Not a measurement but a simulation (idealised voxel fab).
process module | voxel transistor to metal
cross-section cut | 215 nm wide | cells 5 nm
A cross-section is a grid of square cells, given in bands from the top down. A band is one or more rows of cells.
Each band's line starts with the height of the band's top and of its bottom, in nm. Then come its materials from left to right, each with its width in nm. One material with "throughout" fills the band from edge to edge. "air" is empty space.
Height 0 is the level under which the wafer as received is all one material. The lowest band goes on downwards, as in "0 down".
A width such as "30 to 40" changes by the same amount from each row of cells to the next, from the band's top row to its bottom row.
"no change" after a step means that no cell of the cross-section changed.
closed voids: empty space of 8 cells or more with no open way to the top, each as width x height at its distance from the left edge, in nm
after a step's settings: what the simulator itself notes on the step
overlay nm, on a step with a mask: how far to the right of its planned place the mask lay; to the left if negative
plan
1 op RECEIVE | material Si
2 op CONFORMAL_DEP | material SiO2 | thk nm 5
3 op CONFORMAL_DEP | material SiN | thk nm 15
4 op PATTERN | tone cover | mask id ACTIVE | material resist | width nm 95 | thk nm 20 | overlay nm 0
5 op DIRECTIONAL_ETCH | etch materials SiN | depth nm 15
6 op DIRECTIONAL_ETCH | etch materials SiO2 | depth nm 5
7 op DIRECTIONAL_ETCH | etch materials Si | depth nm 30
8 op STRIP | etch materials resist
9 op FILL_DEP | material SiO2 | thk nm 10
10 op CMP | height nm 20
11 op SELECTIVE_ETCH | etch materials SiO2 | depth nm 10
12 op STRIP | etch materials SiN
13 op SELECTIVE_ETCH | etch materials SiO2 | depth nm 5
14 op OXIDIZE | depth nm 5
15 op DIRECTIONAL_DEP | material polySi | thk nm 20
16 op DIRECTIONAL_DEP | material SiCN | thk nm 10
17 op DIRECTIONAL_DEP | material aC | thk nm 15
18 op PATTERN | tone cover | mask id GATE | material resist | width nm 25 | thk nm 35 | overlay nm 0
19 op DIRECTIONAL_ETCH | etch materials aC | depth nm 15
20 op STRIP | etch materials resist
21 op DIRECTIONAL_ETCH | etch materials SiCN | depth nm 20
22 op DIRECTIONAL_ETCH | etch materials polySi | depth nm 30
23 op STRIP | etch materials aC
24 op CONFORMAL_DEP | material SiN | thk nm 5
25 op DIRECTIONAL_ETCH | etch materials SiN | depth nm 5
26 op DIRECTIONAL_ETCH | etch materials SiO2 | depth nm 5
27 op EPI | material nSi | thk nm 5
28 op FILL_DEP | material SiO2 | thk nm 10
29 op CMP | height nm 30
30 op DIRECTIONAL_DEP | material SiO2 | thk nm 10
31 op MASKED_ETCH | tone open | mask id CONTACT | width nm 15 | pitch nm 70 | etch materials SiO2 | depth nm 40 | overlay nm 0
32 op CONFORMAL_DEP | material TiN | thk nm 5
33 op FILL_DEP | material Ru | thk nm 5
34 op CMP | height nm 40
35 op DIRECTIONAL_DEP | material TiN | thk nm 5
36 op DIRECTIONAL_DEP | material W | thk nm 20
37 op MASKED_ETCH | tone cover | mask id METAL_1 | width nm 15 | pitch nm 70 | etch materials W | depth nm 20 | overlay nm 0
38 op MASKED_ETCH | tone cover | mask id METAL_1 | width nm 15 | pitch nm 70 | etch materials TiN | depth nm 5 | overlay nm 0
39 op FILL_DEP | material SiO2 | thk nm 5
40 op CMP | height nm 65
41 op CONFORMAL_DEP | material SiN | thk nm 5
as received, after step 1
  0 down: Si throughout
  closed voids: none
a wafer at the end: this start, this plan, one mistake
  70 to 65: SiN throughout
  65 to 45: SiO2 55 | W 15 | SiO2 55 | W 15 | SiO2 75
  45 to 40: SiO2 55 | TiN 25 | SiO2 45 | TiN 25 | SiO2 65
  40 to 30: SiO2 65 | TiN 5 | Ru 5 | TiN 5 | SiO2 55 | TiN 5 | Ru 5 | TiN 5 | SiO2 65
  30 to 20: SiO2 65 | TiN 5 | Ru 5 | TiN 5 | SiO2 10 | SiN 5 | SiCN 25 | SiN 5 | SiO2 10 | TiN 5 | Ru 5 | TiN 5 | SiO2 65
  20 to 5: SiO2 65 | TiN 5 | Ru 5 | TiN 5 | SiO2 10 | SiN 5 | polySi 25 | SiN 5 | SiO2 10 | TiN 5 | Ru 5 | TiN 5 | SiO2 65
  5 to 0: SiO2 55 | SiN 5 | SiO2 5 | TiN 15 | SiO2 10 | SiN 5 | polySi 25 | SiN 5 | SiO2 10 | TiN 15 | SiO2 5 | SiN 5 | SiO2 55
  0 to -5: SiO2 60 | nSi 30 | SiO2 35 | nSi 30 | SiO2 60
  -5 to -30: SiO2 60 | Si 95 | SiO2 60
  -30 down: Si throughout
  closed voids: none
what went wrong: step 37 ran as: op MASKED_ETCH | tone cover | mask id METAL_1 | width nm 15 | pitch nm 70 | etch materials W | depth nm 20 | overlay nm -10
